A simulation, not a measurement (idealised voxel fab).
Module name: voxel trench capacitor (process module)
Cross-sectional view cut (width: 245 nm; square cell size: 5 nm).
How to read a cross-section here: the picture is a grid of square cells, written as bands going from the top down, and any band can span one or more rows of cells. A band entry consists of two parts. The first gives the height of the band's top and the height of its bottom, in nm. The rest lists the band's materials from left to right, each with its width in nm. A single material labelled with the word "edge to edge" fills the band from edge to edge, and the word "air" marks empty space. Measure heights from 0. That's the level where, below it, the as-received wafer is all one material. The lowest band is bottomless and extends downward; write it as in "0 and below". When a width is written as two numbers, as in "30 to 40", the first number is the width in the top row of cells of the band and the second is the width in its bottom row, and the width changes by the same amount from each row to the next. Step marked "no change occurred"? Then no cell in the cross-section changed in it. Each empty space that has no open way to the top and spans at least 8 cells appears under "Catalogued sealed voids" as width x height at distance, the distance counted from the left edge, all in nm. Step line, after settings: the simulator's comment on this step. A step's line can hold "overlay nm"; with a mask on that step, the setting says how far right of the planned place the mask lay, while a negative setting says it lay to the left.

Here's what the planned process steps look like:
step 1: RECEIVE with material Si
step 2: CONFORMAL_DEP with material SiN, thk nm 10
step 3: DIRECTIONAL_DEP with material aC, thk nm 15
step 4: PATTERN with tone open, mask id TRENCH, material resist, width nm 20, pitch nm 40, thk nm 35, overlay nm 0
step 5: DIRECTIONAL_ETCH with etch materials aC, depth nm 15
step 6: STRIP with etch materials resist
step 7: DIRECTIONAL_ETCH with etch materials SiN, depth nm 10
step 8: DIRECTIONAL_ETCH with etch materials Si, depth nm 30
step 9: STRIP with etch materials aC
step 10: CONFORMAL_DEP with material Al2O3, thk nm 5
step 11: FILL_DEP with material polySi, thk nm 10
step 12: CMP with height nm 10

The first of the two wafers, which ran as planned:

Cross-section of the wafer as it came to us, i.e., already through step 1:
> 0 and below = Si edge to edge
> Catalogued sealed voids: none

Cross-section through the wafer, step 2 finished:
> 10 down to 0 = SiN edge to edge
> All layers under 0 are left as they were.

Cross-section through the wafer, step 3 finished:
> 25 down to 10 = aC edge to edge
> All layers under 10 are left as they were.

Cross-section through the wafer, step 4 finished:
> 60 down to 25 = resist=90, then air=20, then resist=20, then air=20, then resist=95
> All layers under 25 are left as they were.

Cross-section through the wafer, step 5 finished:
> 45 down to 25 = resist=90, then air=20, then resist=20, then air=20, then resist=95
> 25 down to 10 = aC=90, then air=20, then aC=20, then air=20, then aC=95
> All layers under 10 are left as they were.

Cross-section through the wafer, step 6 finished:
> 25 down to 10 = aC=90, then air=20, then aC=20, then air=20, then aC=95
> All layers under 10 are left as they were.

Cross-section through the wafer, step 7 finished:
> 25 down to 10 = aC=90, then air=20, then aC=20, then air=20, then aC=95
> 10 down to 0 = SiN=90, then air=20, then SiN=20, then air=20, then SiN=95
> All layers under 0 are left as they were.

Cross-section through the wafer, step 8 finished:
> 25 down to 10 = aC=90, then air=20, then aC=20, then air=20, then aC=95
> 10 down to 0 = SiN=90, then air=20, then SiN=20, then air=20, then SiN=95
> 0 down to -30 = Si=90, then air=20, then Si=20, then air=20, then Si=95
> All layers under -30 are left as they were.

Cross-section through the wafer, step 9 finished:
> 10 down to 0 = SiN=90, then air=20, then SiN=20, then air=20, then SiN=95
> All layers under 0 are left as they were.

Cross-section through the wafer, step 10 finished:
> 15 down to 10 = Al2O3=95, then air=10, then Al2O3=30, then air=10, then Al2O3=100
> 10 down to 0 = SiN=90, then Al2O3=5, then air=10, then Al2O3=5, then SiN=20, then Al2O3=5, then air=10, then Al2O3=5, then SiN=95
> 0 down to -25 = Si=90, then Al2O3=5, then air=10, then Al2O3=5, then Si=20, then Al2O3=5, then air=10, then Al2O3=5, then Si=95
> -25 down to -30 = Si=90, then Al2O3=20, then Si=20, then Al2O3=20, then Si=95
> All layers under -30 are left as they were.

Cross-section through the wafer, step 11 finished:
> 25 down to 15 = polySi edge to edge
> 15 down to 10 = Al2O3=95, then polySi=10, then Al2O3=30, then polySi=10, then Al2O3=100
> 10 down to 0 = SiN=90, then Al2O3=5, then polySi=10, then Al2O3=5, then SiN=20, then Al2O3=5, then polySi=10, then Al2O3=5, then SiN=95
> 0 down to -25 = Si=90, then Al2O3=5, then polySi=10, then Al2O3=5, then Si=20, then Al2O3=5, then polySi=10, then Al2O3=5, then Si=95
> All layers under -25 are left as they were.

Cross-section through the wafer, step 12 finished:
> 10 down to 0 = SiN=90, then Al2O3=5, then polySi=10, then Al2O3=5, then SiN=20, then Al2O3=5, then polySi=10, then Al2O3=5, then SiN=95
> All layers under 0 are left as they were.

Wafer two. Identical start, identical plan. One mistake in execution. Identical history through step 9:

Second wafer, section view, time point: scheduled end of step 10:
> 15 down to 10 = aC=95, then air=10, then aC=30, then air=10, then aC=100
> 10 down to 0 = SiN=90, then aC=5, then air=10, then aC=5, then SiN=20, then aC=5, then air=10, then aC=5, then SiN=95
> 0 down to -25 = Si=90, then aC=5, then air=10, then aC=5, then Si=20, then aC=5, then air=10, then aC=5, then Si=95
> -25 down to -30 = Si=90, then aC=20, then Si=20, then aC=20, then Si=95
> All layers under -30 are left as they were.

Second wafer, section view, time point: scheduled end of step 11:
> 25 down to 15 = polySi edge to edge
> 15 down to 10 = aC=95, then polySi=10, then aC=30, then polySi=10, then aC=100
> 10 down to 0 = SiN=90, then aC=5, then polySi=10, then aC=5, then SiN=20, then aC=5, then polySi=10, then aC=5, then SiN=95
> 0 down to -25 = Si=90, then aC=5, then polySi=10, then aC=5, then Si=20, then aC=5, then polySi=10, then aC=5, then Si=95
> All layers under -25 are left as they were.

Second wafer, section view, time point: scheduled end of step 12:
> 10 down to 0 = SiN=90, then aC=5, then polySi=10, then aC=5, then SiN=20, then aC=5, then polySi=10, then aC=5, then SiN=95
> All layers under 0 are left as they were.
The mistake made against the process plan was this: off-plan run, step 10, actual operation and settings CONFORMAL_DEP with material aC, thk nm 5
Once processing is complete, comparing cell counts shows that the second wafer has more or fewer of certain materials than the first: Al2O3 -36, aC +36
